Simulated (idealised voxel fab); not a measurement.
Title: Process Module voxel wiring stack
Shown is cross-section cut, with a width of 245 nm and square cells of size 5 nm.
For the purposes of this document, a cross-section shall be understood as a grid of square cells, specified as bands listed in top-to-bottom order, each band consisting of one or more rows of cells. Heights first: top, then bottom, in nm. Then materials, left to right, each with a width in nm. "all across" on a single material: fills the band edge to edge. "empty": empty space. Heads up on the height convention: 0 is the point under which the incoming wafer is all one material, and the lowest band has no bottom, it just keeps going down, like "0 down". A width given as "30 to 40" starts at the first number in the band's top row and ends at the second number in its bottom row, shifting by an equal amount at every step from row to row. Step marked "same as before"? Then no cell in the cross-section changed in it. Entry "Catalogued sealed voids". Content: empty spaces with no open connection to the top, size 8 cells or greater. Each: width x height at distance. Distance: from left edge. Unit: nm. On each step's line, the part that comes after the settings is the simulator's own comment on the step. overlay nm: for a step with a mask, the amount by which the mask lay right of where it was planned; a negative amount means left of it.
Listed below are the process steps as planned:
| 1 | RECEIVE, material Si |
| 2 | CONFORMAL_DEP, material SiO2, thk nm 10 |
| 3 | CONFORMAL_DEP, material SiN, thk nm 5 |
| 4 | DIRECTIONAL_DEP, material SiO2, thk nm 20 |
| 5 | DIRECTIONAL_DEP, material aC, thk nm 10 |
| 6 | PATTERN, tone open, mask id METAL_1, material resist, width nm 30, pitch nm 55, thk nm 25, overlay nm 0 |
| 7 | DIRECTIONAL_ETCH, etch materials aC, depth nm 10 |
| 8 | STRIP, etch materials resist |
| 9 | DIRECTIONAL_ETCH, etch materials SiO2, depth nm 20 |
| 10 | DIRECTIONAL_ETCH, etch materials SiN, depth nm 5 |
| 11 | STRIP, etch materials aC |
| 12 | CONFORMAL_DEP, material TiN, thk nm 5 |
| 13 | FILL_DEP, material Ru, thk nm 5 |
| 14 | CMP, height nm 35 |
| 15 | CONFORMAL_DEP, material SiCN, thk nm 5 |
| 16 | DIRECTIONAL_DEP, material SiO2, thk nm 10 |
| 17 | PATTERN, tone open, mask id PLUG_1, material resist, width nm 15, pitch nm 55, thk nm 15, overlay nm 0 |
| 18 | DIRECTIONAL_ETCH, etch materials SiO2, depth nm 10 |
| 19 | DIRECTIONAL_ETCH, etch materials SiCN, depth nm 5 |
| 20 | STRIP, etch materials resist |
| 21 | EPI, material Ru, thk nm 10 |
| 22 | EPI, material Ru, thk nm 5 |
| 23 | DIRECTIONAL_DEP, material TiN, thk nm 5 |
| 24 | DIRECTIONAL_DEP, material W, thk nm 25 |
| 25 | MASKED_ETCH, tone cover, mask id METAL_2, width nm 30, pitch nm 55, etch materials W, depth nm 25, overlay nm 0 |
| 26 | MASKED_ETCH, tone cover, mask id METAL_2, width nm 30, pitch nm 55, etch materials TiN, depth nm 5, overlay nm 0 |
| 27 | CONFORMAL_DEP, material SiN, thk nm 5 |
| 28 | FILL_DEP, material lowk, thk nm 5 |
| 29 | CMP, height nm 80 |
| 30 | CONFORMAL_DEP, material SiCN, thk nm 5 |
| 31 | DIRECTIONAL_DEP, material SiO2, thk nm 10 |
| 32 | MASKED_ETCH, tone open, mask id PLUG_2, width nm 15, pitch nm 55, etch materials SiO2, depth nm 10, overlay nm 0 |
| 33 | MASKED_ETCH, tone open, mask id PLUG_2, width nm 15, pitch nm 55, etch materials SiCN, depth nm 5, overlay nm 0 |
| 34 | EPI, material Ru, thk nm 10 |
| 35 | EPI, material Ru, thk nm 5 |
| 36 | CONFORMAL_DEP, material SiCN, thk nm 5 |
| 37 | DIRECTIONAL_DEP, material lowk, thk nm 25 |
| 38 | MASKED_ETCH, tone open, mask id METAL_3, width nm 30, pitch nm 55, etch materials lowk, depth nm 25, overlay nm 0 |
| 39 | MASKED_ETCH, tone open, mask id METAL_3, width nm 30, pitch nm 55, etch materials SiCN, depth nm 5, overlay nm 0 |
| 40 | CONFORMAL_DEP, material TiN, thk nm 5 |
| 41 | FILL_DEP, material W, thk nm 10 |
| 42 | CMP, height nm 125 |
| 43 | CONFORMAL_DEP, material SiCN, thk nm 5 |
So this is the incoming wafer in cross-section - it's already been through step 1:
	0 down  Si all across
	Catalogued sealed voids: none
Final cross-section, module run with one mistake (start and plan as above):
	130 to 125  SiCN all across
	125 to 100  lowk (80) | TiN (5) | W (20) | TiN (5) | lowk (25) | TiN (5) | W (20) | TiN (5) | lowk (80)
	100 to 95  SiCN (80) | TiN (30) | SiCN (25) | TiN (30) | SiCN (80)
	95 to 85  SiO2 (80) | SiCN (5) | TiN (5) | SiCN (5) | SiO2 (40) | SiCN (5) | TiN (5) | SiCN (5) | SiO2 (95)
	85 to 80  SiCN (85) | TiN (5) | SiCN (50) | TiN (5) | SiCN (100)
	80 to 70  lowk (90) | SiN (5) | W (15) | SiN (5) | lowk (30) | SiN (5) | W (15) | SiN (5) | lowk (75)
	70 to 65  lowk (75) | SiN (20) | W (15) | SiN (5) | lowk (15) | SiN (20) | W (15) | SiN (5) | lowk (75)
	65 to 55  lowk (75) | SiN (5) | W (30) | SiN (5) | lowk (15) | SiN (5) | W (30) | SiN (5) | lowk (75)
	55 to 50  SiN (80) | W (15) | TiN (15) | SiN (25) | W (15) | TiN (15) | SiN (80)
	50 to 40  SiO2 (80) | W (15) | SiO2 (40) | W (15) | SiO2 (95)
	40 to 35  SiCN (80) | TiN (15) | SiCN (40) | TiN (15) | SiCN (95)
	35 to 15  Ru (75) | TiN (5) | SiO2 (30) | TiN (5) | Ru (15) | TiN (5) | SiO2 (30) | TiN (5) | Ru (75)
	15 to 10  TiN (80) | SiN (30) | TiN (25) | SiN (30) | TiN (80)
	10 to 0  SiO2 all across
	0 down  Si all across
	Catalogued sealed voids: none
Want to know what went wrong? for step 6, the planned setting was not used; the step was instead run as PATTERN, tone cover, mask id METAL_1, material resist, width nm 30, pitch nm 55, thk nm 25, overlay nm 0
